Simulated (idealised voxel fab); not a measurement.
process module | voxel capacitor over wiring
cross-section cut | 215 nm wide | cells 5 nm
A cross-section is a grid of square cells, given in bands from the top down. A band is one or more rows of cells.
Each band's line starts with the height of the band's top and of its bottom, in nm. Then come its materials from left to right, each with its width in nm. One material with "throughout" fills the band from edge to edge. "air" is empty space.
Height 0 is the level under which the wafer as received is all one material. The lowest band goes on downwards, as in "0 down".
A width such as "30 to 40" changes by the same amount from each row of cells to the next, from the band's top row to its bottom row.
"no change" after a step means that no cell of the cross-section changed.
closed voids: empty space of 8 cells or more with no open way to the top, each as width x height at its distance from the left edge, in nm
after a step's settings: what the simulator itself notes on the step
overlay nm, on a step with a mask: how far to the right of its planned place the mask lay; to the left if negative
plan
1 op RECEIVE | material Si
2 op CONFORMAL_DEP | material SiO2 | thk nm 15
3 op CONFORMAL_DEP | material SiN | thk nm 5
4 op DIRECTIONAL_DEP | material lowk | thk nm 20
5 op MASKED_ETCH | tone open | mask id METAL_1 | width nm 25 | pitch nm 95 | etch materials lowk | depth nm 20 | overlay nm 0
6 op MASKED_ETCH | tone open | mask id METAL_1 | width nm 25 | pitch nm 95 | etch materials SiN | depth nm 5 | overlay nm 0
7 op CONFORMAL_DEP | material TiN | thk nm 5
8 op FILL_DEP | material W | thk nm 5
9 op CMP | height nm 40
10 op EPI | material Ru | thk nm 5
11 op FILL_DEP | material SiCN | thk nm 5
12 op DIRECTIONAL_DEP | material SiO2 | thk nm 10
13 op PATTERN | tone open | mask id PLUG_1 | material resist | width nm 15 | thk nm 15 | overlay nm 0
14 op DIRECTIONAL_ETCH | etch materials SiO2 | depth nm 10
15 op DIRECTIONAL_ETCH | etch materials SiCN | depth nm 5
16 op STRIP | etch materials resist
17 op CONFORMAL_DEP | material TiN | thk nm 5
18 op FILL_DEP | material Ru | thk nm 5
19 op CMP | height nm 60
20 op DIRECTIONAL_DEP | material TiN | thk nm 10
21 op DIRECTIONAL_DEP | material HfO2 | thk nm 5
22 op DIRECTIONAL_DEP | material TiN | thk nm 10
23 op DIRECTIONAL_DEP | material aC | thk nm 10
24 op PATTERN | tone cover | mask id UPPER_PLATE | material resist | width nm 75 | thk nm 25 | overlay nm 0
25 op DIRECTIONAL_ETCH | etch materials aC | depth nm 10
26 op STRIP | etch materials resist
27 op DIRECTIONAL_ETCH | etch materials TiN | depth nm 10
28 op DIRECTIONAL_ETCH | etch materials HfO2 | depth nm 5
29 op STRIP | etch materials aC
30 op MASKED_ETCH | tone cover | mask id LOWER_PLATE | width nm 85 | etch materials TiN | depth nm 10 | overlay nm 0
31 op FILL_DEP | material SiO2 | thk nm 20
32 op CMP | height nm 100
33 op PATTERN | tone open | mask id PLUG_2 | material resist | width nm 15 | thk nm 20 | overlay nm 0
34 op DIRECTIONAL_ETCH | etch materials SiO2 | depth nm 15
35 op STRIP | etch materials resist
36 op CONFORMAL_DEP | material TiN | thk nm 5
37 op FILL_DEP | material Ru | thk nm 5
38 op CMP | height nm 100
39 op CONFORMAL_DEP | material SiN | thk nm 5
as received, after step 1
  0 down: Si throughout
  closed voids: none
first wafer at the end, as planned
  105 to 100: SiN throughout
  100 to 90: SiO2 65 | TiN 5 | Ru 5 | TiN 5 | SiO2 135
  90 to 85: SiO2 65 | TiN 15 | SiO2 135
  85 to 75: SiO2 55 | TiN 75 | SiO2 85
  75 to 70: SiO2 55 | HfO2 75 | SiO2 85
  70 to 60: SiO2 50 | TiN 85 | SiO2 80
  60 to 50: SiO2 55 | TiN 5 | Ru 5 | TiN 5 | SiO2 145
  50 to 45: SiCN 55 | TiN 15 | SiCN 145
  45 to 40: SiCN 40 | Ru 35 | SiCN 60 | Ru 35 | SiCN 45
  40 to 20: lowk 45 | TiN 5 | W 15 | TiN 5 | lowk 70 | TiN 5 | W 15 | TiN 5 | lowk 50
  20 to 15: SiN 45 | TiN 25 | SiN 70 | TiN 25 | SiN 50
  15 to 0: SiO2 throughout
  0 down: Si throughout
  closed voids: none
second wafer at the end: like start, like plan, one mistake
  105 to 100: SiN throughout
  100 to 90: SiO2 65 | TiN 5 | Ru 5 | TiN 5 | SiO2 135
  90 to 85: SiO2 65 | TiN 15 | SiO2 135
  85 to 75: SiO2 55 | TiN 75 | SiO2 85
  75 to 70: SiO2 55 | HfO2 75 | SiO2 85
  70 to 60: SiO2 50 | TiN 85 | SiO2 80
  60 to 50: SiO2 55 | TiN 5 | Ru 5 | TiN 5 | SiO2 145
  50 to 45: SiCN 55 | TiN 15 | SiCN 145
  45 to 40: SiCN 45 | Ru 35 | SiCN 60 | Ru 35 | SiCN 40
  40 to 25: lowk 50 | TiN 5 | W 15 | TiN 5 | lowk 70 | TiN 5 | W 15 | TiN 5 | lowk 45
  25 to 20: lowk 50 | TiN 5 | W 10 | TiN 10 | lowk 70 | TiN 5 | W 10 | TiN 10 | lowk 45
  20 to 15: SiN 50 | TiN 20 | SiN 75 | TiN 20 | SiN 50
  15 to 0: SiO2 throughout
  0 down: Si throughout
  closed voids: none
what went wrong: step 5 ran as: op MASKED_ETCH | tone open | mask id METAL_1 | width nm 25 | pitch nm 95 | etch materials lowk | depth nm 20 | overlay nm 5
at the end the second wafer has, in cells: 2 more of SiN | 2 fewer of W
